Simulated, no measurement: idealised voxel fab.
voxel self aligned contacts: a process module
Xsec cut, 260 nm wide, square cell size 5 nm.
In this document a cross-section is written as a grid of square cells. It is given as a series of bands, listed from the top down, and a band is one or more rows of cells. This entry defines a band. It first specifies the height of the band's top and the height of its bottom in nm, and then specifies the band's materials from left to right, stating each material with its width in nm. The word "full width" identifies a single material that fills the band from edge to edge, while the word "blank" identifies empty space. Heights are measured from 0, the level below which the as-received wafer is all one material; the lowest band has no bottom and continues downward, written as in "0..down". The two numbers in a width such as "30..40" mark its ends across the band: the first belongs to the top row of cells, the second to the bottom row, and from each row to the next the width moves by the same amount. "no alterations made" after a step means that no cell of the cross-section changed. Under "Closed void roster" you'll find the enclosed gaps, the ones with no way out to the top, that are 8 cells or bigger; each reads width x height at distance, with distance counted from the left edge, everything in nm. Whatever follows a step's settings on its line is a remark the simulator itself makes about that step. Steps that use a mask can have "overlay nm" on their line. It says how far the mask sat to the right of where it was meant to be. Negative means to the left.
**List of planned process steps**
| 1 | RECEIVE: material Si |
| 2 | OXIDIZE: depth nm 5 |
| 3 | DIRECTIONAL_DEP: material polySi, thk nm 20 |
| 4 | DIRECTIONAL_DEP: material SiN, thk nm 20 |
| 5 | DIRECTIONAL_DEP: material aC, thk nm 15 |
| 6 | PATTERN: tone cover, mask id GATE, material resist, width nm 25, pitch nm 50, thk nm 30, overlay nm 0 |
| 7 | DIRECTIONAL_ETCH: etch materials aC, depth nm 15 |
| 8 | STRIP: etch materials resist |
| 9 | DIRECTIONAL_ETCH: etch materials SiN, depth nm 20 |
| 10 | DIRECTIONAL_ETCH: etch materials polySi, depth nm 20 |
| 11 | STRIP: etch materials aC |
| 12 | CONFORMAL_DEP: material SiN, thk nm 5 |
| 13 | DIRECTIONAL_ETCH: etch materials SiN, depth nm 5 |
| 14 | FILL_DEP: material SiO2, thk nm 15 |
| 15 | CMP: height nm 45 |
| 16 | DIRECTIONAL_DEP: material aC, thk nm 15 |
| 17 | PATTERN: tone open, mask id CONTACT, material resist, width nm 35, thk nm 30, overlay nm 0 |
| 18 | DIRECTIONAL_ETCH: etch materials aC, depth nm 15 |
| 19 | STRIP: etch materials resist |
| 20 | DIRECTIONAL_ETCH: etch materials SiO2, depth nm 50 |
| 21 | STRIP: etch materials aC |
| 22 | CONFORMAL_DEP: material TiN, thk nm 5 |
| 23 | FILL_DEP: material W, thk nm 5 |
| 24 | CMP: height nm 45 |
| 25 | CONFORMAL_DEP: material SiN, thk nm 5 |
**So, the first of our two wafers, run just as we planned it**
**Delivered wafer in cross-section: state after step 1**
- 0..down: Si full width
- Closed void roster: none
**after step 2**
- 0..-5: SiO2 full width
- Whatever lies below -5 is exactly as it was before.
**after step 3**
- 20..0: polySi full width
- Whatever lies below 0 is exactly as it was before.
**after step 4**
- 40..20: SiN full width
- Whatever lies below 20 is exactly as it was before.
**after step 5**
- 55..40: aC full width
- Whatever lies below 40 is exactly as it was before.
**after step 6**
- 85..55: blank 90, then resist 25, then blank 25, then resist 25, then blank 95
- Whatever lies below 55 is exactly as it was before.
**after step 7**
- 70..55: blank 90, then resist 25, then blank 25, then resist 25, then blank 95
- 55..40: blank 90, then aC 25, then blank 25, then aC 25, then blank 95
- Whatever lies below 40 is exactly as it was before.
**after step 8**
- 55..40: blank 90, then aC 25, then blank 25, then aC 25, then blank 95
- Whatever lies below 40 is exactly as it was before.
**after step 9**
- 55..40: blank 90, then aC 25, then blank 25, then aC 25, then blank 95
- 40..20: blank 90, then SiN 25, then blank 25, then SiN 25, then blank 95
- Whatever lies below 20 is exactly as it was before.
**after step 10**
- 55..40: blank 90, then aC 25, then blank 25, then aC 25, then blank 95
- 40..20: blank 90, then SiN 25, then blank 25, then SiN 25, then blank 95
- 20..0: blank 90, then polySi 25, then blank 25, then polySi 25, then blank 95
- Whatever lies below 0 is exactly as it was before.
**after step 11**
- 40..20: blank 90, then SiN 25, then blank 25, then SiN 25, then blank 95
- Whatever lies below 20 is exactly as it was before.
**after step 12**
- 45..20: blank 85, then SiN 35, then blank 15, then SiN 35, then blank 90
- 20..5: blank 85, then SiN 5, then polySi 25, then SiN 5, then blank 15, then SiN 5, then polySi 25, then SiN 5, then blank 90
- 5..0: SiN 90, then polySi 25, then SiN 25, then polySi 25, then SiN 95
- Whatever lies below 0 is exactly as it was before.
**after step 13**
- 40..20: blank 85, then SiN 35, then blank 15, then SiN 35, then blank 90
- 20..0: blank 85, then SiN 5, then polySi 25, then SiN 5, then blank 15, then SiN 5, then polySi 25, then SiN 5, then blank 90
- Whatever lies below 0 is exactly as it was before.
**after step 14**
- 55..40: SiO2 full width
- 40..20: SiO2 85, then SiN 35, then SiO2 15, then SiN 35, then SiO2 90
- 20..0: SiO2 85, then SiN 5, then polySi 25, then SiN 5, then SiO2 15, then SiN 5, then polySi 25, then SiN 5, then SiO2 90
- Whatever lies below 0 is exactly as it was before.
**after step 15**
- 45..40: SiO2 full width
- Whatever lies below 40 is exactly as it was before.
**after step 16**
- 60..45: aC full width
- Whatever lies below 45 is exactly as it was before.
**after step 17**
- 90..60: resist 110, then blank 35, then resist 115
- Whatever lies below 60 is exactly as it was before.
**after step 18**
- 75..60: resist 110, then blank 35, then resist 115
- 60..45: aC 110, then blank 35, then aC 115
- Whatever lies below 45 is exactly as it was before.
**after step 19**
- 60..45: aC 110, then blank 35, then aC 115
- Whatever lies below 45 is exactly as it was before.
**after step 20**
- 60..45: aC 110, then blank 35, then aC 115
- 45..40: SiO2 110, then blank 35, then SiO2 115
- 40..20: SiO2 85, then SiN 35, then blank 15, then SiN 35, then SiO2 90
- 20..0: SiO2 85, then SiN 5, then polySi 25, then SiN 5, then blank 15, then SiN 5, then polySi 25, then SiN 5, then SiO2 90
- 0..-5: SiO2 120, then blank 15, then SiO2 125
- Whatever lies below -5 is exactly as it was before.
**after step 21**
- 45..40: SiO2 110, then blank 35, then SiO2 115
- Whatever lies below 40 is exactly as it was before.
**after step 22**
- 50..45: TiN 115, then blank 25, then TiN 120
- 45..40: SiO2 110, then TiN 15, then blank 5, then TiN 15, then SiO2 115
- 40..20: SiO2 85, then SiN 35, then TiN 5, then blank 5, then TiN 5, then SiN 35, then SiO2 90
- 20..0: SiO2 85, then SiN 5, then polySi 25, then SiN 5, then TiN 5, then blank 5, then TiN 5, then SiN 5, then polySi 25, then SiN 5, then SiO2 90
- 0..-5: SiO2 120, then TiN 15, then SiO2 125
- Whatever lies below -5 is exactly as it was before.
**after step 23**
- 55..50: W full width
- 50..45: TiN 115, then W 25, then TiN 120
- 45..40: SiO2 110, then TiN 15, then W 5, then TiN 15, then SiO2 115
- 40..20: SiO2 85, then SiN 35, then TiN 5, then W 5, then TiN 5, then SiN 35, then SiO2 90
- 20..0: SiO2 85, then SiN 5, then polySi 25, then SiN 5, then TiN 5, then W 5, then TiN 5, then SiN 5, then polySi 25, then SiN 5, then SiO2 90
- Whatever lies below 0 is exactly as it was before.
**after step 24**
- 45..40: SiO2 110, then TiN 15, then W 5, then TiN 15, then SiO2 115
- Whatever lies below 40 is exactly as it was before.
**after step 25**
- 50..45: SiN full width
- Whatever lies below 45 is exactly as it was before.
**The second wafer was prepared from the same starting point and under the same plan as the first; its processing contained one mistake, and it remains indistinguishable from the first wafer up to and including step 5**
**Second wafer, sectioned view, at step 6's planned end time**
- 85..55: blank 85, then resist 35, then blank 15, then resist 35, then blank 90
- Whatever lies below 55 is exactly as it was before.
**Second wafer, sectioned view, at step 7's planned end time**
- 70..55: blank 85, then resist 35, then blank 15, then resist 35, then blank 90
- 55..40: blank 85, then aC 35, then blank 15, then aC 35, then blank 90
- Whatever lies below 40 is exactly as it was before.
**Second wafer, sectioned view, at step 8's planned end time**
- 55..40: blank 85, then aC 35, then blank 15, then aC 35, then blank 90
- Whatever lies below 40 is exactly as it was before.
**Second wafer, sectioned view, at step 9's planned end time**
- 55..40: blank 85, then aC 35, then blank 15, then aC 35, then blank 90
- 40..20: blank 85, then SiN 35, then blank 15, then SiN 35, then blank 90
- Whatever lies below 20 is exactly as it was before.
**Second wafer, sectioned view, at step 10's planned end time**
- 55..40: blank 85, then aC 35, then blank 15, then aC 35, then blank 90
- 40..20: blank 85, then SiN 35, then blank 15, then SiN 35, then blank 90
- 20..0: blank 85, then polySi 35, then blank 15, then polySi 35, then blank 90
- Whatever lies below 0 is exactly as it was before.
**Second wafer, sectioned view, at step 11's planned end time**
- 40..20: blank 85, then SiN 35, then blank 15, then SiN 35, then blank 90
- Whatever lies below 20 is exactly as it was before.
**Second wafer, sectioned view, at step 12's planned end time**
- 45..20: blank 80, then SiN 45, then blank 5, then SiN 45, then blank 85
- 20..5: blank 80, then SiN 5, then polySi 35, then SiN 5, then blank 5, then SiN 5, then polySi 35, then SiN 5, then blank 85
- 5..0: SiN 85, then polySi 35, then SiN 15, then polySi 35, then SiN 90
- Whatever lies below 0 is exactly as it was before.
**Second wafer, sectioned view, at step 13's planned end time**
- 40..20: blank 80, then SiN 45, then blank 5, then SiN 45, then blank 85
- 20..0: blank 80, then SiN 5, then polySi 35, then SiN 5, then blank 5, then SiN 5, then polySi 35, then SiN 5, then blank 85
- Whatever lies below 0 is exactly as it was before.
**Second wafer, sectioned view, at step 14's planned end time**
- 55..40: SiO2 full width
- 40..20: SiO2 80, then SiN 45, then SiO2 5, then SiN 45, then SiO2 85
- 20..0: SiO2 80, then SiN 5, then polySi 35, then SiN 5, then SiO2 5, then SiN 5, then polySi 35, then SiN 5, then SiO2 85
- Whatever lies below 0 is exactly as it was before.
**Second wafer, sectioned view, at step 15's planned end time**
- 45..40: SiO2 full width
- Whatever lies below 40 is exactly as it was before.
**Second wafer, sectioned view, at step 16's planned end time**
- 60..45: aC full width
- Whatever lies below 45 is exactly as it was before.
**Second wafer, sectioned view, at step 17's planned end time**
- 90..60: resist 110, then blank 35, then resist 115
- Whatever lies below 60 is exactly as it was before.
**Second wafer, sectioned view, at step 18's planned end time**
- 75..60: resist 110, then blank 35, then resist 115
- 60..45: aC 110, then blank 35, then aC 115
- Whatever lies below 45 is exactly as it was before.
**Second wafer, sectioned view, at step 19's planned end time**
- 60..45: aC 110, then blank 35, then aC 115
- Whatever lies below 45 is exactly as it was before.
**Second wafer, sectioned view, at step 20's planned end time**
- 60..45: aC 110, then blank 35, then aC 115
- 45..40: SiO2 110, then blank 35, then SiO2 115
- 40..20: SiO2 80, then SiN 45, then blank 5, then SiN 45, then SiO2 85
- 20..0: SiO2 80, then SiN 5, then polySi 35, then SiN 5, then blank 5, then SiN 5, then polySi 35, then SiN 5, then SiO2 85
- 0..-5: SiO2 125, then blank 5, then SiO2 130
- Whatever lies below -5 is exactly as it was before.
**Second wafer, sectioned view, at step 21's planned end time**
- 45..40: SiO2 110, then blank 35, then SiO2 115
- Whatever lies below 40 is exactly as it was before.
**Second wafer, sectioned view, at step 22's planned end time**
- 50..45: TiN 115, then blank 25, then TiN 120
- 45..40: SiO2 110, then TiN 35, then SiO2 115
- 40..20: SiO2 80, then SiN 45, then TiN 5, then SiN 45, then SiO2 85
- 20..0: SiO2 80, then SiN 5, then polySi 35, then SiN 5, then TiN 5, then SiN 5, then polySi 35, then SiN 5, then SiO2 85
- 0..-5: SiO2 125, then TiN 5, then SiO2 130
- Whatever lies below -5 is exactly as it was before.
**Second wafer, sectioned view, at step 23's planned end time**
- 55..50: W full width
- 50..45: TiN 115, then W 25, then TiN 120
- Whatever lies below 45 is exactly as it was before.
**Second wafer, sectioned view, at step 24's planned end time**
- 45..40: SiO2 110, then TiN 35, then SiO2 115
- Whatever lies below 40 is exactly as it was before.
**Second wafer, sectioned view, at step 25's planned end time**
- 50..45: SiN full width
- Whatever lies below 45 is exactly as it was before.
Deviation from plan: step 6 was not run as planned; what actually ran was PATTERN: tone cover, mask id GATE, material resist, width nm 35, pitch nm 50, thk nm 30, overlay nm 0
Final wafer comparison in cells, second versus first, more or fewer per material: +16 SiN, -14 SiO2, -9 TiN, -9 W, +16 polySi
